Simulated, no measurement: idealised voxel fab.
Proc. module: voxel double patterning
FYI the section here is cut, 255 nm wide, cells are 5 nm squares.
Just so we're on the same page, the cross-sections are grids of square cells, and they're listed out in bands top to bottom, each band one or more rows deep. Each band's line starts with the height of the band's top and of its bottom, in nm. Then come its materials from left to right, each with its width in nm. One material with "all across" fills the band from edge to edge. "empty" is empty space. Heights are expressed relative to 0, this being the level below which the as-received wafer comprises one material exclusively. The lowest band is unbounded in the downward direction and is denoted as in "z 0 and below". A width such as "30 to 40" changes by the same amount from each row of cells to the next, from the band's top row to its bottom row. Where the words "no alteration" appear for a step, the cross-section shows no cell changed by that step; every cell remained as before. If an empty space has no open way to the top and is at least 8 cells in size, "Closed cavity list" lists it, written width x height at distance, where distance is measured from the left edge and every value is in nm. On a step's line, text after the settings is the simulator commenting on that step. What "overlay nm" on a step's line means: if the step has a mask, that mask lay this far to the right of its planned place, or, when the value is negative, to the left.
Here's what the planned process steps look like
| 1 | RECEIVE (material Si) |
| 2 | CONFORMAL_DEP (material SiO2; thk nm 5) |
| 3 | DIRECTIONAL_DEP (material polySi; thk nm 10) |
| 4 | DIRECTIONAL_DEP (material SiN; thk nm 5) |
| 5 | PATTERN (tone open; mask id FIRST; material resist; width nm 15; pitch nm 50; thk nm 20; overlay nm 0) |
| 6 | DIRECTIONAL_ETCH (etch materials SiN; depth nm 5) |
| 7 | STRIP (etch materials resist) |
| 8 | DIRECTIONAL_DEP (material aC; thk nm 10) |
| 9 | PATTERN (tone open; mask id SECOND; material resist; width nm 15; pitch nm 50; thk nm 30; overlay nm 0) |
| 10 | DIRECTIONAL_ETCH (etch materials aC; depth nm 10) |
| 11 | STRIP (etch materials resist) |
| 12 | DIRECTIONAL_ETCH (etch materials SiN; depth nm 5) |
| 13 | STRIP (etch materials aC) |
| 14 | DIRECTIONAL_ETCH (etch materials polySi; depth nm 10) |
| 15 | STRIP (etch materials SiN) |
As-received wafer cross-section (after step 1)
* z 0 and below: Si all across
* Closed cavity list: none
Cross-sectional result after module completion. Note: starting condition and plan are unchanged from above; one processing mistake was made
* z 15 to 5: polySi=70  empty=15  polySi=10  empty=15  polySi=10  empty=15  polySi=10  empty=15  polySi=10  empty=15  polySi=70
* z 5 to 0: aC all across
* z 0 and below: Si all across
* Closed cavity list: none
Error vs. plan: step 2, actual vs plan mismatch, actual run CONFORMAL_DEP (material aC; thk nm 5)
